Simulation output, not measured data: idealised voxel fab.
The name of this process module is voxel transistor to metal.
We display cut, a cross-section 170 nm in width whose square cells are each 5 nm.
Notation: cross-section as square-cell grid; stated in bands, top first, going down; one or more cell rows per band. Basically the band line says how high the top is and how high the bottom is, in nm, and then what's in it from left to right, every material with its width in nm. Empty space shows up as "air", and if a single material carries "edge to edge" it runs the full band edge to edge. Height reference: 0 = level under which incoming wafer is all one material. Lowest band: no bottom, runs on downward, e.g. "0 -> down". Quick explanation for "30->40": the width changes in equal steps down the rows of cells, from the first number in the band's top row to the second number in its bottom row. Step note "remained unchanged" = no cross-section cell changed. "Closed empty spaces" enumerates empty spaces isolated from the top, with no open way to it, that contain at least 8 cells, giving each as width x height at distance from the left edge, all three in nm. Text after the settings on a step's line: the simulator's own remark on that step. overlay nm: where the mask lay relative to plan, measured to the right, on steps with a mask; negatives go left.
## Set out below are the planned steps of the process
1) RECEIVE (material Si)
2) OXIDIZE (depth nm 5)
3) CONFORMAL_DEP (material SiN; thk nm 10)
4) MASKED_ETCH (tone cover; mask id ACTIVE; width nm 125; etch materials SiN; depth nm 10; overlay nm 0)
5) MASKED_ETCH (tone cover; mask id ACTIVE; width nm 125; etch materials SiO2; depth nm 5; overlay nm 0)
6) MASKED_ETCH (tone cover; mask id ACTIVE; width nm 125; etch materials Si; depth nm 25; overlay nm 0)
7) OXIDIZE (depth nm 5)
8) FILL_DEP (material SiO2; thk nm 15)
9) CMP (height nm 10)
10) SELECTIVE_ETCH (etch materials SiO2; depth nm 5)
11) STRIP (etch materials SiN)
12) SELECTIVE_ETCH (etch materials SiO2; depth nm 5)
13) OXIDIZE (depth nm 5)
14) DIRECTIONAL_DEP (material polySi; thk nm 30)
15) DIRECTIONAL_DEP (material SiCN; thk nm 10)
16) MASKED_ETCH (tone cover; mask id GATE; width nm 25; etch materials SiCN; depth nm 20; overlay nm 0)
17) MASKED_ETCH (tone cover; mask id GATE; width nm 25; etch materials polySi; depth nm 40; overlay nm 0)
18) CONFORMAL_DEP (material SiO2; thk nm 5)
19) DIRECTIONAL_ETCH (etch materials SiO2; depth nm 5)
20) CONFORMAL_DEP (material SiN; thk nm 10)
21) DIRECTIONAL_ETCH (etch materials SiN; depth nm 10)
22) DIRECTIONAL_ETCH (etch materials SiO2; depth nm 5)
23) DIRECTIONAL_ETCH (etch materials Si; depth nm 10)
24) EPI (material pSi; thk nm 15)
25) FILL_DEP (material SiO2; thk nm 5)
26) CMP (height nm 35)
27) DIRECTIONAL_DEP (material SiO2; thk nm 10)
28) PATTERN (tone open; mask id CONTACT; material resist; width nm 35; pitch nm 70; thk nm 20; overlay nm 0)
29) DIRECTIONAL_ETCH (etch materials SiO2; depth nm 40)
30) STRIP (etch materials resist)
31) CONFORMAL_DEP (material TiN; thk nm 5)
32) FILL_DEP (material W; thk nm 10)
33) CMP (height nm 45)
34) CONFORMAL_DEP (material SiN; thk nm 5)
35) DIRECTIONAL_DEP (material lowk; thk nm 25)
36) DIRECTIONAL_DEP (material aC; thk nm 15)
37) PATTERN (tone open; mask id METAL_1; material resist; width nm 20; pitch nm 85; thk nm 30; overlay nm 0)
38) DIRECTIONAL_ETCH (etch materials aC; depth nm 15)
39) STRIP (etch materials resist)
40) DIRECTIONAL_ETCH (etch materials lowk; depth nm 25)
41) DIRECTIONAL_ETCH (etch materials SiN; depth nm 5)
42) STRIP (etch materials aC)
43) CONFORMAL_DEP (material TiN; thk nm 5)
44) FILL_DEP (material Ru; thk nm 5)
45) CMP (height nm 75)
46) CONFORMAL_DEP (material SiCN; thk nm 5)
47) DIRECTIONAL_DEP (material lowk; thk nm 25)
48) MASKED_ETCH (tone open; mask id METAL_2; width nm 20; pitch nm 85; etch materials lowk; depth nm 15; overlay nm 0)
49) MASKED_ETCH (tone open; mask id METAL_2_HOLES; width nm 15; pitch nm 85; etch materials lowk; depth nm 10; overlay nm 0)
50) MASKED_ETCH (tone open; mask id METAL_2_HOLES; width nm 15; pitch nm 85; etch materials SiCN; depth nm 5; overlay nm 0)
51) CONFORMAL_DEP (material TiN; thk nm 5)
52) FILL_DEP (material Cu; thk nm 10)
53) CMP (height nm 105)
54) CONFORMAL_DEP (material SiCN; thk nm 5)
## As-received state of the wafer in cross-section, equivalent to post-step 1
  0 -> down | Si edge to edge
  Closed empty spaces: none
## Wafer cross-section at end of module: start and plan as shown above, one execution error
  110 -> 105 | SiCN edge to edge
  105 -> 95 | lowk: 30 / TiN: 5 / Cu: 10 / TiN: 5 / lowk: 65 / TiN: 5 / Cu: 10 / TiN: 5 / lowk: 35
  95 -> 90 | lowk: 30 / TiN: 5 / Cu: 5 / TiN: 10 / lowk: 65 / TiN: 5 / Cu: 5 / TiN: 10 / lowk: 35
  90 -> 80 | lowk: 30 / TiN: 5 / Cu: 5 / TiN: 5 / lowk: 70 / TiN: 5 / Cu: 5 / TiN: 5 / lowk: 40
  80 -> 75 | SiCN: 30 / TiN: 15 / SiCN: 70 / TiN: 15 / SiCN: 40
  75 -> 50 | lowk: 30 / TiN: 5 / Ru: 10 / TiN: 5 / lowk: 65 / TiN: 5 / Ru: 10 / TiN: 5 / lowk: 35
  50 -> 45 | SiN: 30 / TiN: 20 / SiN: 65 / TiN: 20 / SiN: 35
  45 -> 35 | SiO2: 25 / TiN: 5 / W: 35->20 / TiN: 5->20 / SiO2: 25 / TiN: 5->20 / W: 35->20 / TiN: 5 / SiO2: 30
  35 -> 25 | SiO2: 25 / TiN: 5 / W: 20 / TiN: 5 / SiN: 10 / TiN: 5 / SiCN: 25 / TiN: 5 / SiN: 10 / TiN: 5 / W: 20 / TiN: 5 / SiO2: 30
  25 -> 10 | SiO2: 25 / TiN: 5 / W: 20 / TiN: 5 / SiN: 10 / TiN: 5 / polySi: 25 / TiN: 5 / SiN: 10 / TiN: 5 / W: 20 / TiN: 5 / SiO2: 30
  10 -> 5 | SiO2: 25 / TiN: 30 / SiN: 10 / TiN: 5 / polySi: 25 / TiN: 5 / SiN: 10 / TiN: 30 / SiO2: 30
  5 -> 0 | SiO2: 25 / pSi: 30 / SiN: 10 / SiO2: 5 / polySi: 25 / SiO2: 5 / SiN: 10 / pSi: 30 / SiO2: 30
  0 -> -5 | SiO2: 20 / SiN: 10 / pSi: 25 / SiN: 10 / SiO2: 5 / polySi: 25 / SiO2: 5 / SiN: 10 / pSi: 25 / SiN: 10 / SiO2: 25
  -5 -> -10 | SiO2: 30 / pSi: 25 / SiO2: 55 / pSi: 25 / SiO2: 35
  -10 -> -20 | SiO2: 25 / Si: 5 / pSi: 25 / Si: 55 / pSi: 25 / Si: 5 / SiO2: 30
  -20 -> -35 | SiO2: 25 / Si: 115 / SiO2: 30
  -35 -> down | Si edge to edge
  Closed empty spaces: none
In executing the process, a mistake was made relative to the plan: step 28 was not run as planned; what actually ran was PATTERN (tone open; mask id CONTACT; material resist; width nm 45; pitch nm 70; thk nm 20; overlay nm 0)
